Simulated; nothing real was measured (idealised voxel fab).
This is a process module. Its name is voxel wiring stack.
The width of the displayed cross-section, cut, is 240 nm; its cells are square, with a size of 5 nm.
The cross-sections in this document take the form of a grid made of square cells. They are written out as bands, in order from top to bottom. Each band consists of one or more rows of cells. Look at the band entry: it leads with the top's height and the bottom's height in nm. Then it lists the materials left to right, with a width in nm for each. The word "throughout" on a single material says that material fills the band edge to edge. The word "empty" is empty space. Note: height 0 marks the level under which the wafer is uniformly one material as received. Lowest band unbounded below, written "from 0 down". Per-row width for "30..40": begins at first number (top row of band), ends at second number (bottom row), increment between rows held constant. "left unchanged" for a step: no cell of the cross-section changed in that step. Basically, "Sealed internal cavities" tells you about the enclosed voids: empty spaces with no open way to the top, 8 cells or bigger, each written width x height at distance, where distance is from the left edge, all in nm. Past the settings on a step's line: simulator remark, on that step. A step's line can hold "overlay nm"; with a mask on that step, the setting says how far right of the planned place the mask lay, while a negative setting says it lay to the left.

**plan**
1) RECEIVE [material Si]
2) CONFORMAL_DEP [material SiO2] [thk nm 10]
3) DIRECTIONAL_DEP [material TiN] [thk nm 5]
4) DIRECTIONAL_DEP [material Ru] [thk nm 15]
5) DIRECTIONAL_DEP [material aC] [thk nm 10]
6) PATTERN [tone cover] [mask id METAL_1] [material resist] [width nm 20] [pitch nm 50] [thk nm 30] [overlay nm 0]
7) DIRECTIONAL_ETCH [etch materials aC] [depth nm 10]
8) STRIP [etch materials resist]
9) DIRECTIONAL_ETCH [etch materials Ru] [depth nm 15]
10) DIRECTIONAL_ETCH [etch materials TiN] [depth nm 5]
11) STRIP [etch materials aC]
12) CONFORMAL_DEP [material SiN] [thk nm 5]
13) FILL_DEP [material SiO2] [thk nm 10]
14) CMP [height nm 30]
15) CONFORMAL_DEP [material SiCN] [thk nm 5]
16) DIRECTIONAL_DEP [material lowk] [thk nm 10]
17) PATTERN [tone open] [mask id PLUG_1] [material resist] [width nm 15] [pitch nm 50] [thk nm 15] [overlay nm 0]
18) DIRECTIONAL_ETCH [etch materials lowk] [depth nm 10]
19) DIRECTIONAL_ETCH [etch materials SiCN] [depth nm 5]
20) STRIP [etch materials resist]
21) EPI [material Ru] [thk nm 10]
22) EPI [material Ru] [thk nm 5]
23) CONFORMAL_DEP [material SiN] [thk nm 5]
24) DIRECTIONAL_DEP [material SiO2] [thk nm 20]
25) PATTERN [tone open] [mask id METAL_2] [material resist] [width nm 20] [pitch nm 50] [thk nm 15] [overlay nm 0]
26) DIRECTIONAL_ETCH [etch materials SiO2] [depth nm 20]
27) DIRECTIONAL_ETCH [etch materials SiN] [depth nm 5]
28) STRIP [etch materials resist]
29) CONFORMAL_DEP [material TiN] [thk nm 5]
30) FILL_DEP [material Cu] [thk nm 5]
31) CMP [height nm 70]
32) EPI [material Ru] [thk nm 5]
33) FILL_DEP [material SiCN] [thk nm 5]
34) DIRECTIONAL_DEP [material SiO2] [thk nm 15]
35) MASKED_ETCH [tone open] [mask id PLUG_2] [width nm 15] [pitch nm 50] [etch materials SiO2] [depth nm 15] [overlay nm 0]
36) MASKED_ETCH [tone open] [mask id PLUG_2] [width nm 15] [pitch nm 50] [etch materials SiCN] [depth nm 5] [overlay nm 0]
37) EPI [material Ru] [thk nm 10]
38) EPI [material Ru] [thk nm 10]
39) DIRECTIONAL_DEP [material TiN] [thk nm 5]
40) DIRECTIONAL_DEP [material Ru] [thk nm 25]
41) MASKED_ETCH [tone cover] [mask id METAL_3] [width nm 20] [pitch nm 50] [etch materials Ru] [depth nm 25] [overlay nm -15]
42) MASKED_ETCH [tone cover] [mask id METAL_3] [width nm 20] [pitch nm 50] [etch materials TiN] [depth nm 5] [overlay nm 0]
43) FILL_DEP [material lowk] [thk nm 5]
44) CMP [height nm 125]
45) CONFORMAL_DEP [material SiN] [thk nm 5]
The overlay nm used in step 41 is not the same on every wafer, whereas the starting condition is; the value printed in the plan is the first wafer's.

**Cross-section of the first of several wafers on receipt, reflecting completion of step 1**
* from 0 down | Si throughout
* Sealed internal cavities: none

**Heads up, this table goes wafer by wafer. A row tells you, at the end of the module, how many cells of each material that wafer has put on (+) or dropped (-) since it was received, and then its closed voids**
overlay nm -15, +24 Cu, +177 Ru, +108 SiCN, +138 SiN, +447 SiO2, +69 TiN, +285 lowk, Sealed internal cavities: none
overlay nm -10, +24 Cu, +177 Ru, +108 SiCN, +138 SiN, +447 SiO2, +66 TiN, +288 lowk, Sealed internal cavities: none
overlay nm -5, +24 Cu, +177 Ru, +108 SiCN, +138 SiN, +447 SiO2, +63 TiN, +291 lowk, Sealed internal cavities: none
overlay nm 0, +24 Cu, +177 Ru, +108 SiCN, +138 SiN, +447 SiO2, +60 TiN, +294 lowk, Sealed internal cavities: none
overlay nm 5, +24 Cu, +177 Ru, +108 SiCN, +138 SiN, +447 SiO2, +63 TiN, +291 lowk, Sealed internal cavities: none
overlay nm 10, +24 Cu, +177 Ru, +108 SiCN, +138 SiN, +447 SiO2, +66 TiN, +288 lowk, Sealed internal cavities: none
overlay nm 15, +24 Cu, +177 Ru, +108 SiCN, +138 SiN, +447 SiO2, +69 TiN, +285 lowk, Sealed internal cavities: none
